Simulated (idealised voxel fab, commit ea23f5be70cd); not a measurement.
The process module presented herein is designated voxel capacitor over wiring.
It is cross-section cut that appears here, measuring 225 nm in width, its square cells being 5 nm in size.
Cross-section layout: square cells on a grid; listed as bands, top to bottom; a band spans one or more cell rows.
Within each band entry, the heights of the top and of the bottom of the band appear first, in that order and in nm; the materials of the band then follow from left to right, each with its corresponding width in nm. The designation "full width" on a single material indicates that it fills the band from edge to edge; the designation "empty" indicates empty space.
Heights from 0 (as-received wafer is one material below). Bottom band endless downward, as "z 0 and below".
Top row gets the first number, bottom row gets the second, and each row in between changes by the same step: that is how a band width like "30 to 40" works.
Any step labelled "stayed the same" changed none of the cells in the cross-section.
Any empty space of 8 cells or more lacking an open way to the top shows up in "Unvented voids" as width x height at distance, distance from the left edge, in nm.
Post-settings text on a step line: simulator's own remark regarding the step.
overlay nm: on a step with a mask, how far right of its planned place the mask lay; negative means left.

The planned process steps are enumerated hereunder:
- 1: RECEIVE | material Si
- 2: CONFORMAL_DEP | material SiO2 | thk nm 15
- 3: DIRECTIONAL_DEP | material TiN | thk nm 5
- 4: DIRECTIONAL_DEP | material W | thk nm 15
- 5: MASKED_ETCH | tone cover | mask id METAL_1 | width nm 25 | pitch nm 95 | etch materials W | depth nm 15 | overlay nm 0
- 6: MASKED_ETCH | tone cover | mask id METAL_1 | width nm 25 | pitch nm 95 | etch materials TiN | depth nm 5 | overlay nm 0
- 7: CONFORMAL_DEP | material SiCN | thk nm 5
- 8: FILL_DEP | material lowk | thk nm 5
- 9: CMP | height nm 35
- 10: CONFORMAL_DEP | material SiCN | thk nm 5
- 11: DIRECTIONAL_DEP | material lowk | thk nm 15
- 12: PATTERN | tone open | mask id PLUG_1 | material resist | width nm 15 | thk nm 20 | overlay nm 0
- 13: DIRECTIONAL_ETCH | etch materials lowk | depth nm 15
- 14: DIRECTIONAL_ETCH | etch materials SiCN | depth nm 5
- 15: STRIP | etch materials resist
- 16: CONFORMAL_DEP | material TiN | thk nm 5
- 17: FILL_DEP | material Ru | thk nm 10
- 18: CMP | height nm 55
- 19: DIRECTIONAL_DEP | material TiN | thk nm 5
- 20: DIRECTIONAL_DEP | material SiN | thk nm 5
- 21: DIRECTIONAL_DEP | material TiN | thk nm 5
- 22: PATTERN | tone cover | mask id UPPER_PLATE | material resist | width nm 75 | thk nm 15 | overlay nm 0
- 23: DIRECTIONAL_ETCH | etch materials TiN | depth nm 5
- 24: DIRECTIONAL_ETCH | etch materials SiN | depth nm 5
- 25: STRIP | etch materials resist
- 26: MASKED_ETCH | tone cover | mask id LOWER_PLATE | width nm 85 | etch materials TiN | depth nm 5 | overlay nm 0
- 27: FILL_DEP | material SiO2 | thk nm 20
- 28: CMP | height nm 85
- 29: MASKED_ETCH | tone open | mask id PLUG_2 | width nm 15 | etch materials SiO2 | depth nm 15 | overlay nm 0
- 30: CONFORMAL_DEP | material TiN | thk nm 5
- 31: FILL_DEP | material Ru | thk nm 10
- 32: CMP | height nm 85
- 33: CONFORMAL_DEP | material SiN | thk nm 5

Received-state cross-section, reflecting completion of step 1:
- z 0 and below = Si full width
- Unvented voids: none

First of two wafers at the end of the module, shown in cross-section; run carried out as planned:
- z 90 to 85 = SiN full width
- z 85 to 75 = 70 of SiO2 / 5 of TiN / 5 of Ru / 5 of TiN / 140 of SiO2
- z 75 to 65 = 70 to 60 of SiO2 / 15 to 75 of TiN / 140 to 90 of SiO2
- z 65 to 60 = 60 of SiO2 / 75 of SiN / 90 of SiO2
- z 60 to 55 = 55 of SiO2 / 85 of TiN / 85 of SiO2
- z 55 to 40 = 60 of lowk / 5 of TiN / 5 of Ru / 5 of TiN / 150 of lowk
- z 40 to 35 = 60 of SiCN / 15 of TiN / 150 of SiCN
- z 35 to 20 = 45 of lowk / 5 of SiCN / 25 of W / 5 of SiCN / 60 of lowk / 5 of SiCN / 25 of W / 5 of SiCN / 50 of lowk
- z 20 to 15 = 50 of SiCN / 25 of TiN / 70 of SiCN / 25 of TiN / 55 of SiCN
- z 15 to 0 = SiO2 full width
- z 0 and below = Si full width
- Unvented voids: none

Wafer two, end of module, cross-section. Same start, same plan as wafer one. One mistake in the run:
- z 90 to 85 = SiN full width
- z 85 to 75 = 70 of SiO2 / 5 of TiN / 5 of Ru / 5 of TiN / 140 of SiO2
- z 75 to 65 = 70 to 60 of SiO2 / 15 to 75 of TiN / 140 to 90 of SiO2
- z 65 to 60 = 60 of SiO2 / 75 of SiN / 90 of SiO2
- z 60 to 55 = 55 of SiO2 / 85 of TiN / 85 of SiO2
- z 55 to 40 = 60 of lowk / 5 of TiN / 5 of Ru / 5 of TiN / 150 of lowk
- z 40 to 35 = 60 of SiCN / 15 of TiN / 150 of SiCN
- z 35 to 25 = 45 of lowk / 5 of SiCN / 25 of W / 5 of SiCN / 60 of lowk / 5 of SiCN / 25 of W / 5 of SiCN / 50 of lowk
- z 25 to 20 = 40 of lowk / 10 of SiCN / 25 of W / 5 of SiCN / 55 of lowk / 10 of SiCN / 25 of W / 5 of SiCN / 50 of lowk
- z 20 to 15 = 45 of SiCN / 30 of TiN / 65 of SiCN / 30 of TiN / 55 of SiCN
- z 15 to 0 = SiO2 full width
- z 0 and below = Si full width
- Unvented voids: none
Finding, execution versus plan: note that step 6 departed from the planned setting and was carried out as MASKED_ETCH | tone cover | mask id METAL_1 | width nm 25 | pitch nm 95 | etch materials TiN | depth nm 5 | overlay nm -5
Upon completion, the second wafer contains, in terms of cells, a greater or smaller amount of certain materials than the first wafer: TiN: 2 more | lowk: 2 fewer
